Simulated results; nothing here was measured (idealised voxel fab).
Proc. module: voxel fin reveal
Xsec cut, 270 nm wide, square cell size 5 nm.
Bands, listed from the top down, are how a cross-section gets written in this document; the cross-section itself is a grid of square cells, and a band is one or more rows of them. The band entry comprises the height of the band's top followed by the height of its bottom, expressed in nm, and subsequently the band's materials from left to right, each stated together with its width in nm. Where a single material is marked with the word "everywhere", that material fills the band from edge to edge. The word "blank" represents empty space. Zero point of the height axis is 0; under it, received wafer = one material. Lowest band: continues down indefinitely, "0 nm and below". Width "30->40": first value at the band's top row of cells, second value at its bottom row, equal change from row to row. Given "identical to before" for a step, no cell of the cross-section differs between before and after that step. Empty spaces counting at least 8 cells and having no open way to the top are listed in "Listed closed voids". The notation width x height at distance is used for each, the distance being from the left edge and all three values in nm. Text after the settings on a step's line: the simulator's own remark on that step. overlay nm: for a step with a mask, the amount by which the mask lay right of where it was planned; a negative amount means left of it.
STEPS IN THE PROCESS PLAN
step 1: RECEIVE [material Si]
step 2: CONFORMAL_DEP [material SiN] [thk nm 10]
step 3: DIRECTIONAL_DEP [material aC] [thk nm 15]
step 4: PATTERN [tone cover] [mask id FINS] [material resist] [width nm 15] [pitch nm 35] [thk nm 35] [overlay nm 0]
step 5: DIRECTIONAL_ETCH [etch materials aC] [depth nm 15]
step 6: STRIP [etch materials resist]
step 7: DIRECTIONAL_ETCH [etch materials SiN] [depth nm 10]
step 8: DIRECTIONAL_ETCH [etch materials Si] [depth nm 40]
step 9: STRIP [etch materials aC]
step 10: FILL_DEP [material SiO2] [thk nm 10]
step 11: CMP [height nm 10]
step 12: SELECTIVE_ETCH [etch materials SiO2] [depth nm 20]
step 13: STRIP [etch materials SiN]
CROSS-SECTION, INCOMING MATERIAL, AFTER STEP 1
	0 nm and below  Si everywhere
	Listed closed voids: none
LOOKING AT THE FIRST OF TWO WAFERS IN CROSS-SECTION AT END OF MODULE - RAN TO PLAN
	0 nm to -10 nm  blank=110; Si=15; blank=20; Si=15; blank=110
	-10 nm to -40 nm  SiO2=110; Si=15; SiO2=20; Si=15; SiO2=110
	-40 nm and below  Si everywhere
	Listed closed voids: none
WAFER TWO CROSS-SECTION, MODULE END. START AND PLAN UNCHANGED FROM WAFER ONE; ONE MISTAKE MADE DURING THE RUN
	10 nm to 0 nm  aC=110; blank=15; aC=20; blank=15; aC=110
	0 nm to -40 nm  aC=110; Si=15; aC=20; Si=15; aC=110
	-40 nm and below  Si everywhere
	Listed closed voids: none
Want to know what went wrong? step 10 off recipe, ran as FILL_DEP [material aC] [thk nm 10]
The closing comparison, in cells, has the second wafer with more or fewer of some materials than the first: -288 SiO2 | +480 aC
